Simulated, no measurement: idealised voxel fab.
Process module, titled voxel self aligned contacts
In the cross-section labelled cut, the width is 175 nm and each square cell is 5 nm.
A cross-section is written here as square cells arranged in a grid, and it is given in bands from the top down, each band taking up one or more rows of cells.
Each band's line starts with the height of the band's top and of its bottom, in nm. Then come its materials from left to right, each with its width in nm. One material with "throughout" fills the band from edge to edge. "blank" is empty space.
The reference from which all heights are counted is 0, the level beneath which the as-received wafer is entirely one material; the lowest band, having no lower bound, proceeds downward and is written after the example "0 -> down".
The notation "30->40" denotes a width that varies across the rows of cells in the band, beginning at the first number in the top row, finishing at the second number in the bottom row, and changing by an identical amount from each row to the next.
It should be understood that the words "everything unchanged", when stated for a given step, signify that the cross-section underwent no change in any of its cells during that step.
"Enclosed voids" - sealed voids, min. 8 cells, no opening to top; format: width x height at distance (distance from left edge; nm throughout).
Note: text after step settings on the step line = simulator remark on that step.
"overlay nm" denotes, for a step that has a mask, the displacement of the mask to the right of its planned place, with negative values corresponding to the left.
Planned step list for the process:
- 1: RECEIVE [material Si]
- 2: CONFORMAL_DEP [material SiO2] [thk nm 5]
- 3: DIRECTIONAL_DEP [material polySi] [thk nm 25]
- 4: DIRECTIONAL_DEP [material SiN] [thk nm 15]
- 5: DIRECTIONAL_DEP [material aC] [thk nm 10]
- 6: PATTERN [tone cover] [mask id GATE] [material resist] [width nm 30] [pitch nm 55] [thk nm 30] [overlay nm 0]
- 7: DIRECTIONAL_ETCH [etch materials aC] [depth nm 10]
- 8: STRIP [etch materials resist]
- 9: DIRECTIONAL_ETCH [etch materials SiN] [depth nm 15]
- 10: DIRECTIONAL_ETCH [etch materials polySi] [depth nm 25]
- 11: STRIP [etch materials aC]
- 12: CONFORMAL_DEP [material SiN] [thk nm 5]
- 13: DIRECTIONAL_ETCH [etch materials SiN] [depth nm 5]
- 14: FILL_DEP [material SiO2] [thk nm 20]
- 15: CMP [height nm 55]
- 16: MASKED_ETCH [tone open] [mask id CONTACT] [width nm 35] [etch materials SiO2] [depth nm 55] [overlay nm 0]
- 17: CONFORMAL_DEP [material TiN] [thk nm 5]
- 18: FILL_DEP [material Ru] [thk nm 5]
- 19: CMP [height nm 55]
- 20: CONFORMAL_DEP [material SiCN] [thk nm 5]
as received, after step 1:
	0 -> down  Si throughout
	Enclosed voids: none
The cross-section shown corresponds to the wafer at the conclusion of the module. The initial structure and the process plan are those presented above; however, one mistake occurred in executing the plan:
	60 -> 55  SiCN throughout
	55 -> 45  SiO2=70, then TiN=5->20, then Ru=25->5, then TiN=5->10, then SiO2=70
	45 -> 30  SiO2=45, then SiN=40, then TiN=5, then Ru=5, then TiN=5, then SiN=40, then SiO2=35
	30 -> 5  SiO2=45, then SiN=5, then polySi=30, then SiN=5, then TiN=5, then Ru=5, then TiN=5, then SiN=5, then polySi=30, then SiN=5, then SiO2=35
	5 -> 0  SiO2=85, then TiN=15, then SiO2=75
	0 -> down  Si throughout
	Enclosed voids: none
Diagnosis: not per plan at step 6, really ran PATTERN [tone cover] [mask id GATE] [material resist] [width nm 30] [pitch nm 55] [thk nm 30] [overlay nm 5]
